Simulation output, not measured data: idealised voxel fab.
Process module under the name voxel self aligned contacts
Pictured: cross-section cut, 235 nm wide, on a grid of 5 nm square cells.
Format of a cross-section: grid, square cells. Given as bands. Order: top down. Band: one or more rows of cells.
The entry gives the band's vertical extent as a top height and a bottom height in nm, then its horizontal make-up as materials from left to right, each with a width in nm. "empty" stands for empty space; a single material marked "throughout" fills the band edge to edge.
The level at which height equals 0 is the one under which the wafer, as it arrives, is entirely one material. No lower edge exists for the bottom band, which continues downward and is notated as in "0 -> down".
So if you see something like "30->40" for the width, read it as the top row of the band sitting at the first number and the bottom row at the second, with every row in between moving by the same amount as the last.
"remained the same" for a step: no cell of the cross-section changed in that step.
"Enclosed void list" means: voids of 8 cells or more that are shut off from the top with no open way through. Written width x height at distance, distance from the left edge, in nm.
Formally, on a step line, whatever follows the settings is a remark that the simulator itself makes on the step.
overlay nm: mask right of planned place by this much (step with mask). Neg. = left.
Guide to the pairs. Each holds a before and an after cross-section around one process step; the after cross-section is cut off at the lowest band that changed. Look under the pair for the step between them and its settings. Pairs can come from different runs of this module on the same starting wafer, so a pair follows on from the one above it only where its entry headed "Cross-section, before" says it does.
Cross-section, before
	45 -> 35 = Ru throughout
	35 -> 30 = 115 TiN, 5 Ru, 115 TiN
	30 -> 20 = 65 SiO2, 45 SiN, 5 TiN, 5 Ru, 5 TiN, 45 SiN, 65 SiO2
	20 -> 0 = 65 SiO2, 5 SiN, 35 polySi, 5 SiN, 5 TiN, 5 Ru, 5 TiN, 5 SiN, 35 polySi, 5 SiN, 65 SiO2
	0 -> -5 = 110 SiO2, 15 TiN, 110 SiO2
	-5 -> down = Si throughout
	Enclosed void list: none
after
	40 -> 35 = Ru throughout
	Nothing below the height 35 has changed.
	Enclosed void list: none
The two cross-sections above bracket this step: CMP [height nm 40]
Cross-section, before: starting point is the after cross-section of the pair just above.
after
	45 -> 40 = SiN throughout
	Nothing below the height 40 has changed.
	Enclosed void list: none
The two cross-sections above bracket this step: CONFORMAL_DEP [material SiN] [thk nm 5]
Cross-section, before
	50 -> 35 = aC throughout
	35 -> 20 = SiN throughout
	20 -> 0 = polySi throughout
	0 -> -5 = SiO2 throughout
	-5 -> down = Si throughout
	Enclosed void list: none
after
	80 -> 50 = 75 empty, 25 resist, 35 empty, 25 resist, 75 empty
	Nothing below the height 50 has changed.
	Enclosed void list: none
The two cross-sections above bracket this step: PATTERN [tone cover] [mask id GATE] [material resist] [width nm 25] [pitch nm 60] [thk nm 30] [overlay nm 0]
Cross-section, before: starting point is the after cross-section of the pair just above.
after
	65 -> 50 = 75 empty, 25 resist, 35 empty, 25 resist, 75 empty
	50 -> 35 = 75 empty, 25 aC, 35 empty, 25 aC, 75 empty
	Nothing below the height 35 has changed.
	Enclosed void list: none
The two cross-sections above bracket this step: DIRECTIONAL_ETCH [etch materials aC] [depth nm 15]
Cross-section, before: starting point is the after cross-section of the pair just above.
after
	50 -> 35 = 75 empty, 25 aC, 35 empty, 25 aC, 75 empty
	Nothing below the height 35 has changed.
	Enclosed void list: none
The two cross-sections above bracket this step: STRIP [etch materials resist]
Cross-section, before: starting point is the after cross-section of the pair just above.
after
	50 -> 35 = 75 empty, 25 aC, 35 empty, 25 aC, 75 empty
	35 -> 20 = 75 empty, 25 SiN, 35 empty, 25 SiN, 75 empty
	Nothing below the height 20 has changed.
	Enclosed void list: none
The two cross-sections above bracket this step: DIRECTIONAL_ETCH [etch materials SiN] [depth nm 15]
Cross-section, before: starting point is the after cross-section of the pair just above.
after
	50 -> 35 = 75 empty, 25 aC, 35 empty, 25 aC, 75 empty
	35 -> 20 = 75 empty, 25 SiN, 35 empty, 25 SiN, 75 empty
	20 -> 0 = 75 empty, 25 polySi, 35 empty, 25 polySi, 75 empty
	Nothing below the height 0 has changed.
	Enclosed void list: none
The two cross-sections above bracket this step: DIRECTIONAL_ETCH [etch materials polySi] [depth nm 20]
Cross-section, before: starting point is the after cross-section of the pair just above.
after
	35 -> 20 = 75 empty, 25 SiN, 35 empty, 25 SiN, 75 empty
	Nothing below the height 20 has changed.
	Enclosed void list: none
The two cross-sections above bracket this step: STRIP [etch materials aC]
Cross-section, before: starting point is the after cross-section of the pair just above.
after
	40 -> 20 = 70 empty, 35 SiN, 25 empty, 35 SiN, 70 empty
	20 -> 5 = 70 empty, 5 SiN, 25 polySi, 5 SiN, 25 empty, 5 SiN, 25 polySi, 5 SiN, 70 empty
	5 -> 0 = 75 SiN, 25 polySi, 35 SiN, 25 polySi, 75 SiN
	Nothing below the height 0 has changed.
	Enclosed void list: none
The two cross-sections above bracket this step: CONFORMAL_DEP [material SiN] [thk nm 5]
Cross-section, before: starting point is the after cross-section of the pair just above.
after
	35 -> 20 = 70 empty, 35 SiN, 25 empty, 35 SiN, 70 empty
	20 -> 0 = 70 empty, 5 SiN, 25 polySi, 5 SiN, 25 empty, 5 SiN, 25 polySi, 5 SiN, 70 empty
	Nothing below the height 0 has changed.
	Enclosed void list: none
The two cross-sections above bracket this step: DIRECTIONAL_ETCH [etch materials SiN] [depth nm 5]
Cross-section, before: starting point is the after cross-section of the pair just above.
after
	45 -> 35 = SiO2 throughout
	35 -> 20 = 70 SiO2, 35 SiN, 25 SiO2, 35 SiN, 70 SiO2
	20 -> 0 = 70 SiO2, 5 SiN, 25 polySi, 5 SiN, 25 SiO2, 5 SiN, 25 polySi, 5 SiN, 70 SiO2
	Nothing below the height 0 has changed.
	Enclosed void list: none
The two cross-sections above bracket this step: FILL_DEP [material SiO2] [thk nm 10]
Cross-section, before: starting point is the after cross-section of the pair just above.
after
	40 -> 35 = SiO2 throughout
	Nothing below the height 35 has changed.
	Enclosed void list: none
The two cross-sections above bracket this step: CMP [height nm 40]
Cross-section, before: starting point is the after cross-section of the pair just above.
after
	50 -> 40 = aC throughout
	Nothing below the height 40 has changed.
	Enclosed void list: none
The two cross-sections above bracket this step: DIRECTIONAL_DEP [material aC] [thk nm 10]
Cross-section, before: starting point is the after cross-section of the pair just above.
after
	80 -> 50 = 100 resist, 35 empty, 100 resist
	Nothing below the height 50 has changed.
	Enclosed void list: none
The two cross-sections above bracket this step: PATTERN [tone open] [mask id CONTACT] [material resist] [width nm 35] [thk nm 30] [overlay nm 0]
Cross-section, before: starting point is the after cross-section of the pair just above.
after
	70 -> 50 = 100 resist, 35 empty, 100 resist
	50 -> 40 = 100 aC, 35 empty, 100 aC
	Nothing below the height 40 has changed.
	Enclosed void list: none
The two cross-sections above bracket this step: DIRECTIONAL_ETCH [etch materials aC] [depth nm 10]
Cross-section, before: starting point is the after cross-section of the pair just above.
after
	50 -> 40 = 100 aC, 35 empty, 100 aC
	Nothing below the height 40 has changed.
	Enclosed void list: none
The two cross-sections above bracket this step: STRIP [etch materials resist]
Cross-section, before: starting point is the after cross-section of the pair just above.
after
	50 -> 40 = 100 aC, 35 empty, 100 aC
	40 -> 35 = 100 SiO2, 35 empty, 100 SiO2
	35 -> 20 = 70 SiO2, 35 SiN, 25 empty, 35 SiN, 70 SiO2
	20 -> 0 = 70 SiO2, 5 SiN, 25 polySi, 5 SiN, 25 empty, 5 SiN, 25 polySi, 5 SiN, 70 SiO2
	0 -> -5 = 105 SiO2, 25 empty, 105 SiO2
	Nothing below the height -5 has changed.
	Enclosed void list: none
The two cross-sections above bracket this step: DIRECTIONAL_ETCH [etch materials SiO2] [depth nm 45]
Cross-section, before: starting point is the after cross-section of the pair just above.
after
	40 -> 35 = 100 SiO2, 35 empty, 100 SiO2
	Nothing below the height 35 has changed.
	Enclosed void list: none
The two cross-sections above bracket this step: STRIP [etch materials aC]
Cross-section, before: starting point is the after cross-section of the pair just above.
after
	45 -> 40 = 105 TiN, 25 empty, 105 TiN
	40 -> 35 = 100 SiO2, 10 TiN, 15 empty, 10 TiN, 100 SiO2
	35 -> 20 = 70 SiO2, 35 SiN, 5 TiN, 15 empty, 5 TiN, 35 SiN, 70 SiO2
	20 -> 0 = 70 SiO2, 5 SiN, 25 polySi, 5 SiN, 5 TiN, 15 empty, 5 TiN, 5 SiN, 25 polySi, 5 SiN, 70 SiO2
	0 -> -5 = 105 SiO2, 25 TiN, 105 SiO2
	Nothing below the height -5 has changed.
	Enclosed void list: none
The two cross-sections above bracket this step: CONFORMAL_DEP [material TiN] [thk nm 5]
Cross-section, before: starting point is the after cross-section of the pair just above.
after
	55 -> 45 = Ru throughout
	45 -> 40 = 105 TiN, 25 Ru, 105 TiN
	40 -> 35 = 100 SiO2, 10 TiN, 15 Ru, 10 TiN, 100 SiO2
	35 -> 20 = 70 SiO2, 35 SiN, 5 TiN, 15 Ru, 5 TiN, 35 SiN, 70 SiO2
	20 -> 0 = 70 SiO2, 5 SiN, 25 polySi, 5 SiN, 5 TiN, 15 Ru, 5 TiN, 5 SiN, 25 polySi, 5 SiN, 70 SiO2
	Nothing below the height 0 has changed.
	Enclosed void list: none
The two cross-sections above bracket this step: FILL_DEP [material Ru] [thk nm 10]
Cross-section, before: starting point is the after cross-section of the pair just above.
after
	40 -> 35 = 100 SiO2, 10 TiN, 15 Ru, 10 TiN, 100 SiO2
	Nothing below the height 35 has changed.
	Enclosed void list: none
The two cross-sections above bracket this step: CMP [height nm 40]
Cross-section, before: starting point is the after cross-section of the pair just above.
after
	45 -> 40 = SiN throughout
	Nothing below the height 40 has changed.
	Enclosed void list: none
The two cross-sections above bracket this step: CONFORMAL_DEP [material SiN] [thk nm 5]
Cross-section, before
	50 -> 35 = aC throughout
	35 -> 20 = SiN throughout
	20 -> 0 = polySi throughout
	0 -> -5 = SiO2 throughout
	-5 -> down = Si throughout
	Enclosed void list: none
after
	80 -> 50 = 60 empty, 35 resist, 25 empty, 35 resist, 80 empty
	Nothing below the height 50 has changed.
	Enclosed void list: none
The two cross-sections above bracket this step: PATTERN [tone cover] [mask id GATE] [material resist] [width nm 35] [pitch nm 60] [thk nm 30] [overlay nm -10]
Cross-section, before: starting point is the after cross-section of the pair just above.
after
	65 -> 50 = 60 empty, 35 resist, 25 empty, 35 resist, 80 empty
	50 -> 35 = 60 empty, 35 aC, 25 empty, 35 aC, 80 empty
	Nothing below the height 35 has changed.
	Enclosed void list: none
The two cross-sections above bracket this step: DIRECTIONAL_ETCH [etch materials aC] [depth nm 15]
Cross-section, before: starting point is the after cross-section of the pair just above.
after
	50 -> 35 = 60 empty, 35 aC, 25 empty, 35 aC, 80 empty
	Nothing below the height 35 has changed.
	Enclosed void list: none
The two cross-sections above bracket this step: STRIP [etch materials resist]
Cross-section, before: starting point is the after cross-section of the pair just above.
after
	50 -> 35 = 60 empty, 35 aC, 25 empty, 35 aC, 80 empty
	35 -> 20 = 60 empty, 35 SiN, 25 empty, 35 SiN, 80 empty
	Nothing below the height 20 has changed.
	Enclosed void list: none
The two cross-sections above bracket this step: DIRECTIONAL_ETCH [etch materials SiN] [depth nm 15]
Cross-section, before: starting point is the after cross-section of the pair just above.
after
	50 -> 35 = 60 empty, 35 aC, 25 empty, 35 aC, 80 empty
	35 -> 20 = 60 empty, 35 SiN, 25 empty, 35 SiN, 80 empty
	20 -> 0 = 60 empty, 35 polySi, 25 empty, 35 polySi, 80 empty
	Nothing below the height 0 has changed.
	Enclosed void list: none
The two cross-sections above bracket this step: DIRECTIONAL_ETCH [etch materials polySi] [depth nm 20]
Cross-section, before: starting point is the after cross-section of the pair just above.
after
	35 -> 20 = 60 empty, 35 SiN, 25 empty, 35 SiN, 80 empty
	Nothing below the height 20 has changed.
	Enclosed void list: none
The two cross-sections above bracket this step: STRIP [etch materials aC]
Cross-section, before: starting point is the after cross-section of the pair just above.
after
	40 -> 20 = 55 empty, 45 SiN, 15 empty, 45 SiN, 75 empty
	20 -> 5 = 55 empty, 5 SiN, 35 polySi, 5 SiN, 15 empty, 5 SiN, 35 polySi, 5 SiN, 75 empty
	5 -> 0 = 60 SiN, 35 polySi, 25 SiN, 35 polySi, 80 SiN
	Nothing below the height 0 has changed.
	Enclosed void list: none
The two cross-sections above bracket this step: CONFORMAL_DEP [material SiN] [thk nm 5]
Cross-section, before: starting point is the after cross-section of the pair just above.
after
	35 -> 20 = 55 empty, 45 SiN, 15 empty, 45 SiN, 75 empty
	20 -> 0 = 55 empty, 5 SiN, 35 polySi, 5 SiN, 15 empty, 5 SiN, 35 polySi, 5 SiN, 75 empty
	Nothing below the height 0 has changed.
	Enclosed void list: none
The two cross-sections above bracket this step: DIRECTIONAL_ETCH [etch materials SiN] [depth nm 5]
Cross-section, before: starting point is the after cross-section of the pair just above.
after
	45 -> 35 = SiO2 throughout
	35 -> 20 = 55 SiO2, 45 SiN, 15 SiO2, 45 SiN, 75 SiO2
	20 -> 0 = 55 SiO2, 5 SiN, 35 polySi, 5 SiN, 15 SiO2, 5 SiN, 35 polySi, 5 SiN, 75 SiO2
	Nothing below the height 0 has changed.
	Enclosed void list: none
The two cross-sections above bracket this step: FILL_DEP [material SiO2] [thk nm 10]
Cross-section, before: starting point is the after cross-section of the pair just above.
after
	40 -> 35 = SiO2 throughout
	Nothing below the height 35 has changed.
	Enclosed void list: none
The two cross-sections above bracket this step: CMP [height nm 40]
Cross-section, before: starting point is the after cross-section of the pair just above.
after
	50 -> 40 = aC throughout
	Nothing below the height 40 has changed.
	Enclosed void list: none
The two cross-sections above bracket this step: DIRECTIONAL_DEP [material aC] [thk nm 10]
Cross-section, before: starting point is the after cross-section of the pair just above.
after
	80 -> 50 = 100 resist, 35 empty, 100 resist
	Nothing below the height 50 has changed.
	Enclosed void list: none
The two cross-sections above bracket this step: PATTERN [tone open] [mask id CONTACT] [material resist] [width nm 35] [thk nm 30] [overlay nm 0]
Cross-section, before: starting point is the after cross-section of the pair just above.
after
	70 -> 50 = 100 resist, 35 empty, 100 resist
	50 -> 40 = 100 aC, 35 empty, 100 aC
	Nothing below the height 40 has changed.
	Enclosed void list: none
The two cross-sections above bracket this step: DIRECTIONAL_ETCH [etch materials aC] [depth nm 10]
Cross-section, before: starting point is the after cross-section of the pair just above.
after
	50 -> 40 = 100 aC, 35 empty, 100 aC
	Nothing below the height 40 has changed.
	Enclosed void list: none
The two cross-sections above bracket this step: STRIP [etch materials resist]
Cross-section, before: starting point is the after cross-section of the pair just above.
after
	50 -> 40 = 100 aC, 35 empty, 100 aC
	40 -> 35 = 100 SiO2, 35 empty, 100 SiO2
	35 -> 20 = 55 SiO2, 45 SiN, 15 empty, 45 SiN, 75 SiO2
	20 -> 0 = 55 SiO2, 5 SiN, 35 polySi, 5 SiN, 15 empty, 5 SiN, 35 polySi, 5 SiN, 75 SiO2
	0 -> -5 = 100 SiO2, 15 empty, 120 SiO2
	Nothing below the height -5 has changed.
	Enclosed void list: none
The two cross-sections above bracket this step: DIRECTIONAL_ETCH [etch materials SiO2] [depth nm 45]
Cross-section, before: starting point is the after cross-section of the pair just above.
after
	40 -> 35 = 100 SiO2, 35 empty, 100 SiO2
	Nothing below the height 35 has changed.
	Enclosed void list: none
The two cross-sections above bracket this step: STRIP [etch materials aC]
Cross-section, before: starting point is the after cross-section of the pair just above.
after
	45 -> 40 = 105 TiN, 25 empty, 105 TiN
	40 -> 35 = 100 SiO2, 5 TiN, 5 empty, 25 TiN, 100 SiO2
	35 -> 20 = 55 SiO2, 45 SiN, 5 TiN, 5 empty, 5 TiN, 45 SiN, 75 SiO2
	20 -> 0 = 55 SiO2, 5 SiN, 35 polySi, 5 SiN, 5 TiN, 5 empty, 5 TiN, 5 SiN, 35 polySi, 5 SiN, 75 SiO2
	0 -> -5 = 100 SiO2, 15 TiN, 120 SiO2
	Nothing below the height -5 has changed.
	Enclosed void list: none
The two cross-sections above bracket this step: CONFORMAL_DEP [material TiN] [thk nm 5]
Cross-section, before: starting point is the after cross-section of the pair just above.
after
	55 -> 45 = Ru throughout
	45 -> 40 = 105 TiN, 25 Ru, 105 TiN
	40 -> 35 = 100 SiO2, 5 TiN, 5 Ru, 25 TiN, 100 SiO2
	35 -> 20 = 55 SiO2, 45 SiN, 5 TiN, 5 Ru, 5 TiN, 45 SiN, 75 SiO2
	20 -> 0 = 55 SiO2, 5 SiN, 35 polySi, 5 SiN, 5 TiN, 5 Ru, 5 TiN, 5 SiN, 35 polySi, 5 SiN, 75 SiO2
	Nothing below the height 0 has changed.
	Enclosed void list: none
The two cross-sections above bracket this step: FILL_DEP [material Ru] [thk nm 10]
Cross-section, before: starting point is the after cross-section of the pair just above.
after
	40 -> 35 = 100 SiO2, 5 TiN, 5 Ru, 25 TiN, 100 SiO2
	Nothing below the height 35 has changed.
	Enclosed void list: none
The two cross-sections above bracket this step: CMP [height nm 40]
Cross-section, before: starting point is the after cross-section of the pair just above.
after
	45 -> 40 = SiN throughout
	Nothing below the height 40 has changed.
	Enclosed void list: none
The two cross-sections above bracket this step: CONFORMAL_DEP [material SiN] [thk nm 5]
Cross-section, before
	35 -> 20 = 70 empty, 35 SiN, 25 empty, 35 SiN, 70 empty
	20 -> 0 = 70 empty, 35 polySi, 25 empty, 35 polySi, 70 empty
	0 -> -5 = SiO2 throughout
	-5 -> down = Si throughout
	Enclosed void list: none
after
	40 -> 35 = 65 empty, 45 SiO2, 15 empty, 45 SiO2, 65 empty
	35 -> 20 = 65 empty, 5 SiO2, 35 SiN, 5 SiO2, 15 empty, 5 SiO2, 35 SiN, 5 SiO2, 65 empty
	20 -> 5 = 65 empty, 5 SiO2, 35 polySi, 5 SiO2, 15 empty, 5 SiO2, 35 polySi, 5 SiO2, 65 empty
	5 -> 0 = 70 SiO2, 35 polySi, 25 SiO2, 35 polySi, 70 SiO2
	Nothing below the height 0 has changed.
	Enclosed void list: none
The two cross-sections above bracket this step: CONFORMAL_DEP [material SiO2] [thk nm 5]
Cross-section, before: starting point is the after cross-section of the pair just above.
after
	50 -> 35 = SiO2 throughout
	35 -> 20 = 70 SiO2, 35 SiN, 25 SiO2, 35 SiN, 70 SiO2
	20 -> 0 = 70 SiO2, 35 polySi, 25 SiO2, 35 polySi, 70 SiO2
	Nothing below the height 0 has changed.
	Enclosed void list: none
The two cross-sections above bracket this step: FILL_DEP [material SiO2] [thk nm 10]
Cross-section, before: starting point is the after cross-section of the pair just above.
after
	40 -> 35 = SiO2 throughout
	Nothing below the height 35 has changed.
	Enclosed void list: none
The two cross-sections above bracket this step: CMP [height nm 40]
Cross-section, before: starting point is the after cross-section of the pair just above.
after
	50 -> 40 = aC throughout
	Nothing below the height 40 has changed.
	Enclosed void list: none
The two cross-sections above bracket this step: DIRECTIONAL_DEP [material aC] [thk nm 10]
Cross-section, before: starting point is the after cross-section of the pair just above.
after
	80 -> 50 = 100 resist, 35 empty, 100 resist
	Nothing below the height 50 has changed.
	Enclosed void list: none
The two cross-sections above bracket this step: PATTERN [tone open] [mask id CONTACT] [material resist] [width nm 35] [thk nm 30] [overlay nm 0]
Cross-section, before: starting point is the after cross-section of the pair just above.
after
	70 -> 50 = 100 resist, 35 empty, 100 resist
	50 -> 40 = 100 aC, 35 empty, 100 aC
	Nothing below the height 40 has changed.
	Enclosed void list: none
The two cross-sections above bracket this step: DIRECTIONAL_ETCH [etch materials aC] [depth nm 10]
Cross-section, before: starting point is the after cross-section of the pair just above.
after
	50 -> 40 = 100 aC, 35 empty, 100 aC
	Nothing below the height 40 has changed.
	Enclosed void list: none
The two cross-sections above bracket this step: STRIP [etch materials resist]
Cross-section, before: starting point is the after cross-section of the pair just above.
after
	50 -> 40 = 100 aC, 35 empty, 100 aC
	40 -> 35 = 100 SiO2, 35 empty, 100 SiO2
	35 -> 20 = 70 SiO2, 35 SiN, 25 empty, 35 SiN, 70 SiO2
	20 -> 0 = 70 SiO2, 35 polySi, 25 empty, 35 polySi, 70 SiO2
	0 -> -5 = 105 SiO2, 25 empty, 105 SiO2
	Nothing below the height -5 has changed.
	Enclosed void list: none
The two cross-sections above bracket this step: DIRECTIONAL_ETCH [etch materials SiO2] [depth nm 45]
Cross-section, before: starting point is the after cross-section of the pair just above.
after
	40 -> 35 = 100 SiO2, 35 empty, 100 SiO2
	Nothing below the height 35 has changed.
	Enclosed void list: none
The two cross-sections above bracket this step: STRIP [etch materials aC]
Cross-section, before: starting point is the after cross-section of the pair just above.
after
	45 -> 40 = 105 TiN, 25 empty, 105 TiN
	40 -> 35 = 100 SiO2, 10 TiN, 15 empty, 10 TiN, 100 SiO2
	35 -> 20 = 70 SiO2, 35 SiN, 5 TiN, 15 empty, 5 TiN, 35 SiN, 70 SiO2
	20 -> 0 = 70 SiO2, 35 polySi, 5 TiN, 15 empty, 5 TiN, 35 polySi, 70 SiO2
	0 -> -5 = 105 SiO2, 25 TiN, 105 SiO2
	Nothing below the height -5 has changed.
	Enclosed void list: none
The two cross-sections above bracket this step: CONFORMAL_DEP [material TiN] [thk nm 5]
Cross-section, before: starting point is the after cross-section of the pair just above.
after
	55 -> 45 = Ru throughout
	45 -> 40 = 105 TiN, 25 Ru, 105 TiN
	40 -> 35 = 100 SiO2, 10 TiN, 15 Ru, 10 TiN, 100 SiO2
	35 -> 20 = 70 SiO2, 35 SiN, 5 TiN, 15 Ru, 5 TiN, 35 SiN, 70 SiO2
	20 -> 0 = 70 SiO2, 35 polySi, 5 TiN, 15 Ru, 5 TiN, 35 polySi, 70 SiO2
	Nothing below the height 0 has changed.
	Enclosed void list: none
The two cross-sections above bracket this step: FILL_DEP [material Ru] [thk nm 10]
Cross-section, before: starting point is the after cross-section of the pair just above.
after
	40 -> 35 = 100 SiO2, 10 TiN, 15 Ru, 10 TiN, 100 SiO2
	Nothing below the height 35 has changed.
	Enclosed void list: none
The two cross-sections above bracket this step: CMP [height nm 40]
Cross-section, before: starting point is the after cross-section of the pair just above.
after
	45 -> 40 = SiN throughout
	Nothing below the height 40 has changed.
	Enclosed void list: none
The two cross-sections above bracket this step: CONFORMAL_DEP [material SiN] [thk nm 5]
Cross-section, before
	50 -> 40 = aC throughout
	40 -> 35 = SiO2 throughout
	35 -> 20 = 65 SiO2, 45 SiN, 15 SiO2, 45 SiN, 65 SiO2
	20 -> 0 = 65 SiO2, 5 SiN, 35 polySi, 5 SiN, 15 SiO2, 5 SiN, 35 polySi, 5 SiN, 65 SiO2
	0 -> -5 = SiO2 throughout
	-5 -> down = Si throughout
	Enclosed void list: none
after
	80 -> 50 = 100 empty, 35 resist, 100 empty
	Nothing below the height 50 has changed.
	Enclosed void list: none
The two cross-sections above bracket this step: PATTERN [tone cover] [mask id CONTACT] [material resist] [width nm 35] [thk nm 30] [overlay nm 0]
Cross-section, before: starting point is the after cross-section of the pair just above.
after
	70 -> 50 = 100 empty, 35 resist, 100 empty
	50 -> 40 = 100 empty, 35 aC, 100 empty
	Nothing below the height 40 has changed.
	Enclosed void list: none
The two cross-sections above bracket this step: DIRECTIONAL_ETCH [etch materials aC] [depth nm 10]
Cross-section, before: starting point is the after cross-section of the pair just above.
after
	50 -> 40 = 100 empty, 35 aC, 100 empty
	Nothing below the height 40 has changed.
	Enclosed void list: none
The two cross-sections above bracket this step: STRIP [etch materials resist]
Cross-section, before: starting point is the after cross-section of the pair just above.
after
	50 -> 40 = 100 empty, 35 aC, 100 empty
	40 -> 35 = 100 empty, 35 SiO2, 100 empty
	35 -> 20 = 65 empty, 45 SiN, 15 SiO2, 45 SiN, 65 empty
	20 -> 0 = 65 empty, 5 SiN, 35 polySi, 5 SiN, 15 SiO2, 5 SiN, 35 polySi, 5 SiN, 65 empty
	0 -> -5 = 65 empty, 105 SiO2, 65 empty
	Nothing below the height -5 has changed.
	Enclosed void list: none
The two cross-sections above bracket this step: DIRECTIONAL_ETCH [etch materials SiO2] [depth nm 45]
Cross-section, before: starting point is the after cross-section of the pair just above.
after
	40 -> 35 = 100 empty, 35 SiO2, 100 empty
	Nothing below the height 35 has changed.
	Enclosed void list: none
The two cross-sections above bracket this step: STRIP [etch materials aC]
Cross-section, before: starting point is the after cross-section of the pair just above.
after
	45 -> 40 = 95 empty, 45 TiN, 95 empty
	40 -> 35 = 60 empty, 40 TiN, 35 SiO2, 40 TiN, 60 empty
	35 -> 20 = 60 empty, 5 TiN, 45 SiN, 15 SiO2, 45 SiN, 5 TiN, 60 empty
	20 -> 0 = 60 empty, 5 TiN, 5 SiN, 35 polySi, 5 SiN, 15 SiO2, 5 SiN, 35 polySi, 5 SiN, 5 TiN, 60 empty
	0 -> -5 = 65 TiN, 105 SiO2, 65 TiN
	Nothing below the height -5 has changed.
	Enclosed void list: none
The two cross-sections above bracket this step: CONFORMAL_DEP [material TiN] [thk nm 5]
Cross-section, before: starting point is the after cross-section of the pair just above.
after
	55 -> 45 = Ru throughout
	45 -> 40 = 95 Ru, 45 TiN, 95 Ru
	40 -> 35 = 60 Ru, 40 TiN, 35 SiO2, 40 TiN, 60 Ru
	35 -> 20 = 60 Ru, 5 TiN, 45 SiN, 15 SiO2, 45 SiN, 5 TiN, 60 Ru
	20 -> 0 = 60 Ru, 5 TiN, 5 SiN, 35 polySi, 5 SiN, 15 SiO2, 5 SiN, 35 polySi, 5 SiN, 5 TiN, 60 Ru
	Nothing below the height 0 has changed.
	Enclosed void list: none
The two cross-sections above bracket this step: FILL_DEP [material Ru] [thk nm 10]
Cross-section, before: starting point is the after cross-section of the pair just above.
after
	40 -> 35 = 60 Ru, 40 TiN, 35 SiO2, 40 TiN, 60 Ru
	Nothing below the height 35 has changed.
	Enclosed void list: none
The two cross-sections above bracket this step: CMP [height nm 40]
Cross-section, before: starting point is the after cross-section of the pair just above.
after
	45 -> 40 = SiN throughout
	Nothing below the height 40 has changed.
	Enclosed void list: none
The two cross-sections above bracket this step: CONFORMAL_DEP [material SiN] [thk nm 5]
